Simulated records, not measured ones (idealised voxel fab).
A process module follows: voxel trench capacitor.
Square cell edge 5 nm, section width 265 nm, ID cut.
Cross-section = grid of square cells, listed top down in bands; band = one or more rows. Each band's line starts with the height of the band's top and of its bottom, in nm. Then come its materials from left to right, each with its width in nm. One material with "everywhere" fills the band from edge to edge. "empty" is empty space. Convention: height 0 is the level below which the wafer, as received, is all one material. The lowest band does not terminate at the bottom but continues downward, represented as "0 -> down". Think of "30->40" as a width that walks from the first number to the second as you go down the band, top row to bottom row, taking equal-sized steps from row to row. "all unchanged" for a step: no cell of the cross-section changed in that step. "Trapped cavities" means: voids of 8 cells or more that are shut off from the top with no open way through. Written width x height at distance, distance from the left edge, in nm. If you see something after the settings on a step's line, that's the simulator's own remark about that step. A step line may carry the setting "overlay nm", which, for steps involving a mask, states the distance by which the mask lay to the right of its intended position; negative values denote displacement to the left.

PROCESS STEPS (PLANNED)
step 1: RECEIVE: material Si
step 2: CONFORMAL_DEP: material SiN, thk nm 5
step 3: MASKED_ETCH: tone open, mask id TRENCH, width nm 25, pitch nm 45, etch materials SiN, depth nm 5, overlay nm 0
step 4: MASKED_ETCH: tone open, mask id TRENCH, width nm 25, pitch nm 45, etch materials Si, depth nm 30, overlay nm 0
step 5: CONFORMAL_DEP: material HfO2, thk nm 5
step 6: CONFORMAL_DEP: material TiN, thk nm 5
step 7: FILL_DEP: material W, thk nm 5
step 8: CMP: height nm 5

AS RECEIVED, AFTER STEP 1
    0 -> down  Si everywhere
    Trapped cavities: none

A WAFER AT THE END: THIS START, THIS PLAN, ONE MISTAKE
    5 -> 0  SiN 65, HfO2 15, TiN 5, HfO2 5, SiN 20, HfO2 15, TiN 5, HfO2 5, SiN 20, HfO2 15, TiN 5, HfO2 5, SiN 85
    0 -> -25  Si 75, HfO2 5, TiN 5, HfO2 5, Si 30, HfO2 5, TiN 5, HfO2 5, Si 30, HfO2 5, TiN 5, HfO2 5, Si 85
    -25 -> -30  Si 75, HfO2 15, Si 30, HfO2 15, Si 30, HfO2 15, Si 85
    -30 -> down  Si everywhere
    Trapped cavities: none
Misprocessing identified: step 3 did not happen as planned, as run it was MASKED_ETCH: tone open, mask id TRENCH, width nm 25, pitch nm 45, etch materials SiN, depth nm 5, overlay nm -10
